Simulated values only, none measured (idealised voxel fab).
The name of this process module is voxel transistor to metal.
It is cross-section cut that appears here, measuring 195 nm in width, its square cells being 5 nm in size.
For the purposes of this document, a cross-section shall be understood as a grid of square cells, specified as bands listed in top-to-bottom order, each band consisting of one or more rows of cells. Per band: top height and bottom height in nm, followed by the left-to-right materials and their widths in nm; "throughout" marks a single material spanning edge to edge, "air" marks empty space. Basically, 0 is our baseline, since under it the wafer straight out of the box is all one material. The bottom band has no lower end and keeps on going down, so it looks like "z 0 and below". A width such as "30 to 40" changes by the same amount from each row of cells to the next, from the band's top row to its bottom row. Where the words "no modification" appear for a step, the cross-section shows no cell changed by that step; every cell remained as before. Empty spaces without an open route to the top, at least 8 cells in extent, make up the entry "Cavities, closed"; each is given as width x height at distance, where the distance is measured from the left edge, and all are in nm. Step line, after settings: the simulator's comment on this step. Steps that use a mask can have "overlay nm" on their line. It says how far the mask sat to the right of where it was meant to be. Negative means to the left.

Planned process steps:
1. RECEIVE, material Si
2. OXIDIZE, depth nm 5
3. CONFORMAL_DEP, material SiN, thk nm 10
4. DIRECTIONAL_DEP, material aC, thk nm 10
5. PATTERN, tone cover, mask id ACTIVE, material resist, width nm 115, thk nm 30, overlay nm 0
6. DIRECTIONAL_ETCH, etch materials aC, depth nm 10
7. STRIP, etch materials resist
8. DIRECTIONAL_ETCH, etch materials SiN, depth nm 10
9. DIRECTIONAL_ETCH, etch materials SiO2, depth nm 5
10. DIRECTIONAL_ETCH, etch materials Si, depth nm 20
11. STRIP, etch materials aC
12. OXIDIZE, depth nm 5
13. FILL_DEP, material SiO2, thk nm 5
14. CMP, height nm 10
15. SELECTIVE_ETCH, etch materials SiO2, depth nm 10
16. STRIP, etch materials SiN
17. SELECTIVE_ETCH, etch materials SiO2, depth nm 5
18. OXIDIZE, depth nm 5
19. DIRECTIONAL_DEP, material polySi, thk nm 30
20. DIRECTIONAL_DEP, material SiCN, thk nm 15
21. PATTERN, tone cover, mask id GATE, material resist, width nm 25, thk nm 20, overlay nm 0
22. DIRECTIONAL_ETCH, etch materials SiCN, depth nm 25
23. DIRECTIONAL_ETCH, etch materials polySi, depth nm 40
24. STRIP, etch materials resist
25. CONFORMAL_DEP, material SiO2, thk nm 5
26. DIRECTIONAL_ETCH, etch materials SiO2, depth nm 5
27. CONFORMAL_DEP, material SiN, thk nm 5
28. DIRECTIONAL_ETCH, etch materials SiN, depth nm 5
29. DIRECTIONAL_ETCH, etch materials SiO2, depth nm 5
30. DIRECTIONAL_ETCH, etch materials Si, depth nm 10
31. EPI, material nSi, thk nm 10
32. FILL_DEP, material SiO2, thk nm 10
33. CMP, height nm 25
34. STRIP, etch materials polySi
35. SELECTIVE_ETCH, etch materials SiO2, depth nm 5
36. CONFORMAL_DEP, material HfO2, thk nm 5
37. CONFORMAL_DEP, material TiN, thk nm 5
38. FILL_DEP, material W, thk nm 10
39. CMP, height nm 20
40. DIRECTIONAL_DEP, material SiO2, thk nm 10
41. MASKED_ETCH, tone open, mask id CONTACT, width nm 20, pitch nm 85, etch materials SiO2, depth nm 40, overlay nm 0
42. CONFORMAL_DEP, material TiN, thk nm 5
43. FILL_DEP, material W, thk nm 5
44. CMP, height nm 30
45. CONFORMAL_DEP, material SiN, thk nm 5
46. DIRECTIONAL_DEP, material SiO2, thk nm 20
47. MASKED_ETCH, tone open, mask id METAL_1, width nm 20, pitch nm 85, etch materials SiO2, depth nm 20, overlay nm 0
48. MASKED_ETCH, tone open, mask id METAL_1, width nm 20, pitch nm 85, etch materials SiN, depth nm 5, overlay nm 0
49. CONFORMAL_DEP, material TiN, thk nm 5
50. FILL_DEP, material W, thk nm 10
51. CMP, height nm 55
52. EPI, material Ru, thk nm 5
53. FILL_DEP, material SiCN, thk nm 5
54. DIRECTIONAL_DEP, material lowk, thk nm 30
55. DIRECTIONAL_DEP, material aC, thk nm 15
56. PATTERN, tone open, mask id METAL_2_HOLES, material resist, width nm 15, pitch nm 85, thk nm 30, overlay nm -15
57. DIRECTIONAL_ETCH, etch materials aC, depth nm 15
58. STRIP, etch materials resist
59. DIRECTIONAL_ETCH, etch materials lowk, depth nm 30
60. STRIP, etch materials aC
61. MASKED_ETCH, tone open, mask id METAL_2, width nm 20, pitch nm 85, etch materials lowk, depth nm 20, overlay nm 0
62. MASKED_ETCH, tone open, mask id METAL_2, width nm 20, pitch nm 85, etch materials SiCN, depth nm 5, overlay nm 0
63. CONFORMAL_DEP, material TiN, thk nm 5
64. FILL_DEP, material Cu, thk nm 10
65. CMP, height nm 95
66. CONFORMAL_DEP, material SiN, thk nm 5
Across this set of wafers, the varied parameter is the overlay nm of step 56. Starting conditions are identical for every wafer, and the plan reports the value assigned to the first wafer.

Received wafers, first of several: cross-section after step 1:
  z 0 and below  Si throughout
  Cavities, closed: none

Cross-section after step 66, the final step of the module, for the first of several wafers:
  z 100 to 95  SiN throughout
  z 95 to 80  30 lowk, then 5 TiN, then 25 Cu, then 5 TiN, then 50 lowk, then 5 TiN, then 25 Cu, then 5 TiN, then 45 lowk
  z 80 to 70  30 lowk, then 5 TiN, then 5 Cu, then 25 to 5 TiN, then 50 to 70 lowk, then 5 TiN, then 5 Cu, then 25 to 5 TiN, then 45 to 65 lowk
  z 70 to 65  30 lowk, then 15 TiN, then 70 lowk, then 15 TiN, then 65 lowk
  z 65 to 60  SiCN throughout
  z 60 to 55  40 SiCN, then 30 Ru, then 55 SiCN, then 30 Ru, then 40 SiCN
  z 55 to 35  45 SiO2, then 5 TiN, then 10 W, then 5 TiN, then 65 SiO2, then 5 TiN, then 10 W, then 5 TiN, then 45 SiO2
  z 35 to 30  45 SiN, then 20 TiN, then 65 SiN, then 20 TiN, then 45 SiN
  z 30 to 20  45 SiO2, then 5 TiN, then 10 W, then 5 TiN, then 65 SiO2, then 5 TiN, then 10 W, then 5 TiN, then 45 SiO2
  z 20 to 0  45 SiO2, then 5 TiN, then 10 W, then 5 TiN, then 10 SiO2, then 5 SiN, then 5 HfO2, then 5 TiN, then 15 W, then 5 TiN, then 5 HfO2, then 5 SiN, then 10 SiO2, then 5 TiN, then 10 W, then 5 TiN, then 45 SiO2
  z 0 to -5  45 SiO2, then 5 TiN, then 10 W, then 5 TiN, then 10 nSi, then 5 SiN, then 5 HfO2, then 25 TiN, then 5 HfO2, then 5 SiN, then 10 nSi, then 5 TiN, then 10 W, then 5 TiN, then 45 SiO2
  z -5 to -10  45 SiO2, then 20 TiN, then 10 nSi, then 5 SiO2, then 35 HfO2, then 5 SiO2, then 10 nSi, then 20 TiN, then 45 SiO2
  z -10 to -20  45 SiO2, then 30 nSi, then 45 Si, then 30 nSi, then 45 SiO2
  z -20 to -30  45 SiO2, then 105 Si, then 45 SiO2
  z -30 and below  Si throughout
  Cavities, closed: none

Last wafer x-sec, end of module:
  z 100 to 95  SiN throughout
  z 95 to 80  45 lowk, then 5 TiN, then 20 Cu, then 5 TiN, then 55 lowk, then 5 TiN, then 20 Cu, then 5 TiN, then 35 lowk
  z 80 to 70  45 to 60 lowk, then 20 to 5 TiN, then 5 Cu, then 5 TiN, then 55 to 70 lowk, then 20 to 5 TiN, then 5 Cu, then 5 TiN, then 35 lowk
  z 70 to 65  60 lowk, then 15 TiN, then 70 lowk, then 15 TiN, then 35 lowk
  z 65 to 60  60 SiCN, then 5 TiN, then 80 SiCN, then 5 TiN, then 45 SiCN
  z 60 to 55  40 SiCN, then 30 Ru, then 55 SiCN, then 30 Ru, then 40 SiCN
  z 55 to 35  45 SiO2, then 5 TiN, then 10 W, then 5 TiN, then 65 SiO2, then 5 TiN, then 10 W, then 5 TiN, then 45 SiO2
  z 35 to 30  45 SiN, then 20 TiN, then 65 SiN, then 20 TiN, then 45 SiN
  z 30 to 20  45 SiO2, then 5 TiN, then 10 W, then 5 TiN, then 65 SiO2, then 5 TiN, then 10 W, then 5 TiN, then 45 SiO2
  z 20 to 0  45 SiO2, then 5 TiN, then 10 W, then 5 TiN, then 10 SiO2, then 5 SiN, then 5 HfO2, then 5 TiN, then 15 W, then 5 TiN, then 5 HfO2, then 5 SiN, then 10 SiO2, then 5 TiN, then 10 W, then 5 TiN, then 45 SiO2
  z 0 to -5  45 SiO2, then 5 TiN, then 10 W, then 5 TiN, then 10 nSi, then 5 SiN, then 5 HfO2, then 25 TiN, then 5 HfO2, then 5 SiN, then 10 nSi, then 5 TiN, then 10 W, then 5 TiN, then 45 SiO2
  z -5 to -10  45 SiO2, then 20 TiN, then 10 nSi, then 5 SiO2, then 35 HfO2, then 5 SiO2, then 10 nSi, then 20 TiN, then 45 SiO2
  z -10 to -20  45 SiO2, then 30 nSi, then 45 Si, then 30 nSi, then 45 SiO2
  z -20 to -30  45 SiO2, then 105 Si, then 45 SiO2
  z -30 and below  Si throughout
  Cavities, closed: none

Heads up, this table goes wafer by wafer. A row tells you, at the end of the module, how many cells of each material that wafer has put on (+) or dropped (-) since it was received, and then its closed voids:
overlay nm -15, +34 Cu, +17 HfO2, +12 Ru, -174 Si, +66 SiCN, +80 SiN, +384 SiO2, +107 TiN, +56 W, +166 lowk, +32 nSi, Cavities, closed: none
overlay nm -10, +28 Cu, +17 HfO2, +12 Ru, -174 Si, +64 SiCN, +80 SiN, +384 SiO2, +107 TiN, +56 W, +174 lowk, +32 nSi, Cavities, closed: none
overlay nm -5, +22 Cu, +17 HfO2, +12 Ru, -174 Si, +62 SiCN, +80 SiN, +384 SiO2, +107 TiN, +56 W, +182 lowk, +32 nSi, Cavities, closed: none
overlay nm 0, +18 Cu, +17 HfO2, +12 Ru, -174 Si, +60 SiCN, +80 SiN, +384 SiO2, +105 TiN, +56 W, +190 lowk, +32 nSi, Cavities, closed: none
overlay nm 5, +18 Cu, +17 HfO2, +12 Ru, -174 Si, +60 SiCN, +80 SiN, +384 SiO2, +105 TiN, +56 W, +190 lowk, +32 nSi, Cavities, closed: none
overlay nm 10, +22 Cu, +17 HfO2, +12 Ru, -174 Si, +62 SiCN, +80 SiN, +384 SiO2, +107 TiN, +56 W, +182 lowk, +32 nSi, Cavities, closed: none
overlay nm 15, +28 Cu, +17 HfO2, +12 Ru, -174 Si, +64 SiCN, +80 SiN, +384 SiO2, +107 TiN, +56 W, +174 lowk, +32 nSi, Cavities, closed: none
